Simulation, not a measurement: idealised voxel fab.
A process module follows: voxel double patterning.
The cross-section shown here is cut; it is 205 nm wide and divided into square cells measuring 5 nm on a side.
Bands, listed from the top down, are how a cross-section gets written in this document; the cross-section itself is a grid of square cells, and a band is one or more rows of them. The band entry comprises the height of the band's top followed by the height of its bottom, expressed in nm, and subsequently the band's materials from left to right, each stated together with its width in nm. Where a single material is marked with the word "edge to edge", that material fills the band from edge to edge. The word "air" represents empty space. Height reference: 0 = level under which incoming wafer is all one material. Lowest band: no bottom, runs on downward, e.g. "z 0 and below". A two-number width, for instance "30->40", indicates that the width is equal to the first number in the top row of the band and to the second number in the bottom row, and that it changes by a constant amount per row of cells. "nothing got changed" after a step means that no cell of the cross-section changed. Listed in "Voids, enclosed": every empty space of 8 or more cells without an open way to the top. Form: width x height at distance, the distance being from the left edge, all in nm. On each step's line, the part that comes after the settings is the simulator's own comment on the step. The optional step-line setting "overlay nm" applies to steps with a mask and quantifies how far to the right of its planned location the mask lay, a negative value indicating leftward placement.
## The process steps that were planned are listed below
1. RECEIVE with material Si
2. CONFORMAL_DEP with material SiO2, thk nm 10
3. DIRECTIONAL_DEP with material TiN, thk nm 15
4. DIRECTIONAL_DEP with material SiCN, thk nm 10
5. MASKED_ETCH with tone open, mask id FIRST, width nm 15, pitch nm 50, etch materials SiCN, depth nm 10, overlay nm 0
6. MASKED_ETCH with tone open, mask id SECOND, width nm 15, etch materials SiCN, depth nm 10, overlay nm 0
7. DIRECTIONAL_ETCH with etch materials TiN, depth nm 15
8. STRIP with etch materials SiCN
## as received, after step 1
  z 0 and below = Si edge to edge
  Voids, enclosed: none
## Starting structure and process plan are as shown above, but one mistake was made in running the module; the wafer cross-section at the end of the module follows
  z 35 to 25 = SiO2 edge to edge
  z 25 to 10 = TiN edge to edge
  z 10 to 0 = SiO2 edge to edge
  z 0 and below = Si edge to edge
  Voids, enclosed: none
Finding, execution versus plan: step 4 was processed under conditions differing from the plan, specifically as DIRECTIONAL_DEP with material SiO2, thk nm 10
